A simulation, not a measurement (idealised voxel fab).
The following process module bears the name voxel self aligned contacts.
It is cross-section cut that appears here, measuring 255 nm in width, its square cells being 5 nm in size.
Format of a cross-section: grid, square cells. Given as bands. Order: top down. Band: one or more rows of cells.
Basically the band line says how high the top is and how high the bottom is, in nm, and then what's in it from left to right, every material with its width in nm. Empty space shows up as "air", and if a single material carries "everywhere" it runs the full band edge to edge.
Heads up on the height convention: 0 is the point under which the incoming wafer is all one material, and the lowest band has no bottom, it just keeps going down, like "from 0 down".
Read "30..40" as a graded width: first number on top, second number at the bottom, same change between each pair of neighbouring rows.
"changes: none" means the step left every cell of the cross-section as it was.
"Trapped cavities": sealed empty spaces, 8 cells or more, no open way to top, listed width x height at distance, with distance from the left edge and width, height and distance in nm.
Where a step's line continues beyond its settings, the continuation is a remark by the simulator itself on that step.
overlay nm: mask offset rightward from planned place, masked step; negative means leftward offset.

PROCESS STEPS FORESEEN IN THE PLAN
- 1: RECEIVE,material Si
- 2: CONFORMAL_DEP,material SiO2,thk nm 5
- 3: DIRECTIONAL_DEP,material polySi,thk nm 25
- 4: DIRECTIONAL_DEP,material SiN,thk nm 25
- 5: PATTERN,tone cover,mask id GATE,material resist,width nm 25,pitch nm 60,thk nm 15,overlay nm 0
- 6: DIRECTIONAL_ETCH,etch materials SiN,depth nm 25
- 7: DIRECTIONAL_ETCH,etch materials polySi,depth nm 25
- 8: STRIP,etch materials resist
- 9: CONFORMAL_DEP,material SiN,thk nm 10
- 10: DIRECTIONAL_ETCH,etch materials SiN,depth nm 10
- 11: FILL_DEP,material SiO2,thk nm 15
- 12: CMP,height nm 60
- 13: PATTERN,tone open,mask id CONTACT,material resist,width nm 45,thk nm 15,overlay nm 0
- 14: DIRECTIONAL_ETCH,etch materials SiO2,depth nm 60
- 15: STRIP,etch materials resist
- 16: CONFORMAL_DEP,material TiN,thk nm 5
- 17: FILL_DEP,material Ru,thk nm 5
- 18: CMP,height nm 60
- 19: CONFORMAL_DEP,material SiCN,thk nm 5

STEP 1 COMPLETE: CROSS-SECTION OF THE WAFER AS RECEIVED
* from 0 down: Si everywhere
* Trapped cavities: none

BELOW IS THE WAFER IN CROSS-SECTION AFTER THE MODULE WAS COMPLETED. IT BEGAN FROM THE STARTING POINT SHOWN ABOVE AND FOLLOWED THE PLAN SHOWN ABOVE, EXCEPT THAT ONE MISTAKE WAS MADE WHILE RUNNING IT
* from 65 to 60: SiCN everywhere
* from 60 to 55: 105 SiO2  20 TiN  5 Ru  20 TiN  105 SiO2
* from 55 to 40: 75 SiO2  45 SiN  5 TiN  5 Ru  5 TiN  45 SiN  75 SiO2
* from 40 to 35: 75 SiO2  45 SiN  15 TiN  45 SiN  75 SiO2
* from 35 to 30: SiN everywhere
* from 30 to 5: polySi everywhere
* from 5 to 0: SiO2 everywhere
* from 0 down: Si everywhere
* Trapped cavities: none
Misprocessing identified: rather than as planned, step 6 actually ran as DIRECTIONAL_ETCH,etch materials SiN,depth nm 20
